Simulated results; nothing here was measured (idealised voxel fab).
Process module under the name voxel local oxidation
170 nm wide, 5 nm square cells: that's cross-section cut.
A cross-section is a grid of square cells, given in bands from the top down. A band is one or more rows of cells.
Read a band's entry like this: the first values are the height of its top and the height of its bottom in nm, and what follows is the sequence of materials from left to right, each with its width in nm. Note that "empty" is empty space, and that a single material marked "full width" reaches across the band from edge to edge.
Height is counted from the level 0, under which the received wafer is composed throughout of one material. The lowest of the bands is not closed at the bottom but continues downward, in the notation "0 down".
The notation "30 to 40" denotes a width that varies across the rows of cells in the band, beginning at the first number in the top row, finishing at the second number in the bottom row, and changing by an identical amount from each row to the next.
Reading "everything unchanged" for a step: not a cell of the cross-section changed in it.
"Enclosed empty spaces" lists enclosed empty spaces (at least 8 cells, no open path upward to the top), each as width x height at distance from the left edge, in nm.
after a step's settings: what the simulator itself notes on the step
If you see "overlay nm" on a step's line and that step has a mask, it's telling you how far right of where it was planned the mask ended up; a negative number means it went left instead.
## The following list gives the planned process steps
1: RECEIVE, material Si
2: CONFORMAL_DEP, material SiO2, thk nm 5
3: CONFORMAL_DEP, material SiN, thk nm 15
4: DIRECTIONAL_DEP, material aC, thk nm 15
5: PATTERN, tone cover, mask id ACTIVE, material resist, width nm 100, thk nm 30, overlay nm 0
6: DIRECTIONAL_ETCH, etch materials aC, depth nm 15
7: STRIP, etch materials resist
8: DIRECTIONAL_ETCH, etch materials SiN, depth nm 15
9: STRIP, etch materials aC
10: SELECTIVE_ETCH, etch materials SiO2, depth nm 5
11: OXIDIZE, depth nm 10
12: STRIP, etch materials SiN
## As-received wafer cross-section (after step 1)
0 down  Si full width
Enclosed empty spaces: none
## Wafer cross-section at module end: first of two, run to plan
5 to 0  empty 40 nm; SiO2 90 nm; empty 40 nm
0 to -10  SiO2 50 nm; Si 70 nm; SiO2 50 nm
-10 down  Si full width
Enclosed empty spaces: none
## Module end: cross-section of wafer two of two. Same start and process plan as the first wafer. One mistake during execution
5 to 0  SiO2 30 nm; empty 110 nm; SiO2 30 nm
0 to -10  Si 20 nm; SiO2 130 nm; Si 20 nm
-10 down  Si full width
Enclosed empty spaces: none
Against the plan, the run slipped here: step 5 was not run as planned; what actually ran was PATTERN, tone open, mask id ACTIVE, material resist, width nm 100, thk nm 30, overlay nm 0
Materials where the second wafer ends with more or fewer cells than the first: 12 fewer of Si, 6 more of SiO2
